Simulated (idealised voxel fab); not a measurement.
The process module that follows is named voxel transistor to metal.
Pictured: cross-section cut, 155 nm wide, on a grid of 5 nm square cells.
Cross-section format: a grid of square cells, given as bands from top to bottom; each band is one or more rows of cells.
This entry defines a band. It first specifies the height of the band's top and the height of its bottom in nm, and then specifies the band's materials from left to right, stating each material with its width in nm. The word "throughout" identifies a single material that fills the band from edge to edge, while the word "empty" identifies empty space.
A quick word on heights: they are counted from 0, and under that level the wafer as it came to us is one material throughout. The lowest band is different from the rest in having no bottom; it simply continues downward, written as in "z 0 and below".
Note: "30->40" means the width goes from the first number (top row of the band) to the second number (bottom row) in equal steps per row of cells.
Given "stayed the same" for a step, no cell of the cross-section differs between before and after that step.
In the "Enclosed void inventory" entry, you get each enclosed empty space of 8 cells or more, one with no open way to the top, written width x height at distance, distance from the left edge, in nm.
Step line, after settings: the simulator's comment on this step.
overlay nm: mask right of planned place by this much (step with mask). Neg. = left.
### List of planned process steps
step 1: op RECEIVE | material Si
step 2: op CONFORMAL_DEP | material SiO2 | thk nm 5
step 3: op CONFORMAL_DEP | material SiN | thk nm 15
step 4: op DIRECTIONAL_DEP | material aC | thk nm 10
step 5: op PATTERN | tone cover | mask id ACTIVE | material resist | width nm 95 | thk nm 30 | overlay nm 0
step 6: op DIRECTIONAL_ETCH | etch materials aC | depth nm 10
step 7: op STRIP | etch materials resist
step 8: op DIRECTIONAL_ETCH | etch materials SiN | depth nm 15
step 9: op DIRECTIONAL_ETCH | etch materials SiO2 | depth nm 5
step 10: op DIRECTIONAL_ETCH | etch materials Si | depth nm 20
step 11: op STRIP | etch materials aC
step 12: op FILL_DEP | material SiO2 | thk nm 10
step 13: op CMP | height nm 20
step 14: op SELECTIVE_ETCH | etch materials SiO2 | depth nm 10
step 15: op STRIP | etch materials SiN
step 16: op SELECTIVE_ETCH | etch materials SiO2 | depth nm 5
step 17: op OXIDIZE | depth nm 5
step 18: op DIRECTIONAL_DEP | material polySi | thk nm 25
step 19: op DIRECTIONAL_DEP | material SiCN | thk nm 15
step 20: op DIRECTIONAL_DEP | material aC | thk nm 15
step 21: op PATTERN | tone cover | mask id GATE | material resist | width nm 15 | thk nm 35 | overlay nm 0
step 22: op DIRECTIONAL_ETCH | etch materials aC | depth nm 15
step 23: op STRIP | etch materials resist
step 24: op DIRECTIONAL_ETCH | etch materials SiCN | depth nm 25
step 25: op DIRECTIONAL_ETCH | etch materials polySi | depth nm 35
step 26: op STRIP | etch materials aC
step 27: op CONFORMAL_DEP | material SiO2 | thk nm 5
step 28: op DIRECTIONAL_ETCH | etch materials SiO2 | depth nm 5
step 29: op CONFORMAL_DEP | material SiN | thk nm 10
step 30: op DIRECTIONAL_ETCH | etch materials SiN | depth nm 10
step 31: op DIRECTIONAL_ETCH | etch materials SiO2 | depth nm 5
step 32: op DIRECTIONAL_ETCH | etch materials Si | depth nm 10
step 33: op EPI | material SiGe | thk nm 10
step 34: op FILL_DEP | material SiO2 | thk nm 10
step 35: op CMP | height nm 40
step 36: op DIRECTIONAL_DEP | material SiO2 | thk nm 10
step 37: op DIRECTIONAL_DEP | material aC | thk nm 15
step 38: op PATTERN | tone open | mask id CONTACT | material resist | width nm 30 | pitch nm 55 | thk nm 30 | overlay nm 0
step 39: op DIRECTIONAL_ETCH | etch materials aC | depth nm 15
step 40: op STRIP | etch materials resist
step 41: op DIRECTIONAL_ETCH | etch materials SiO2 | depth nm 45
step 42: op STRIP | etch materials aC
step 43: op CONFORMAL_DEP | material TiN | thk nm 5
step 44: op FILL_DEP | material Ru | thk nm 10
step 45: op CMP | height nm 50
step 46: op DIRECTIONAL_DEP | material TiN | thk nm 5
step 47: op DIRECTIONAL_DEP | material W | thk nm 20
step 48: op MASKED_ETCH | tone cover | mask id METAL_1 | width nm 20 | pitch nm 65 | etch materials W | depth nm 20 | overlay nm 0
step 49: op MASKED_ETCH | tone cover | mask id METAL_1 | width nm 20 | pitch nm 65 | etch materials TiN | depth nm 5 | overlay nm 0
step 50: op FILL_DEP | material SiO2 | thk nm 10
step 51: op CMP | height nm 75
step 52: op CONFORMAL_DEP | material SiN | thk nm 5
### Received-state cross-section, reflecting completion of step 1
- z 0 and below  Si throughout
- Enclosed void inventory: none
### What the wafer looks like in cross-section after this module, when it starts as shown above and follows the plan above but one mistake is made in running it
- z 75 to 70  SiN throughout
- z 70 to 55  SiO2=35  W=20  SiO2=45  W=20  SiO2=35
- z 55 to 50  SiO2=35  TiN=20  SiO2=45  TiN=20  SiO2=35
- z 50 to 40  SiO2=35  TiN=5  Ru=20->10  TiN=5->15  SiO2=25  TiN=5->15  Ru=20->10  TiN=5  SiO2=35
- z 40 to 25  SiO2=35  TiN=5  Ru=10  TiN=5  SiN=10  SiO2=5  SiCN=15  SiO2=5  SiN=10  TiN=5  Ru=10  TiN=5  SiO2=35
- z 25 to 10  SiO2=35  TiN=5  Ru=10  TiN=5  SiN=10  SiO2=5  polySi=15  SiO2=5  SiN=10  TiN=5  Ru=10  TiN=5  SiO2=35
- z 10 to 5  SiO2=35  TiN=20  SiN=10  SiO2=5  polySi=15  SiO2=5  SiN=10  TiN=20  SiO2=35
- z 5 to 0  SiO2=30  SiN=10  SiGe=15  SiN=10  SiO2=5  polySi=15  SiO2=5  SiN=10  SiGe=15  SiN=10  SiO2=30
- z 0 to -5  SiO2=40  SiGe=15  SiO2=45  SiGe=15  SiO2=40
- z -5 to -15  SiO2=30  Si=10  SiGe=15  Si=45  SiGe=15  Si=10  SiO2=30
- z -15 to -20  SiO2=30  Si=95  SiO2=30
- z -20 and below  Si throughout
- Enclosed void inventory: none
It is concluded that the wafer was processed incorrectly with respect to the plan, in that contrary to plan, step 51 was performed as op CMP | height nm 70
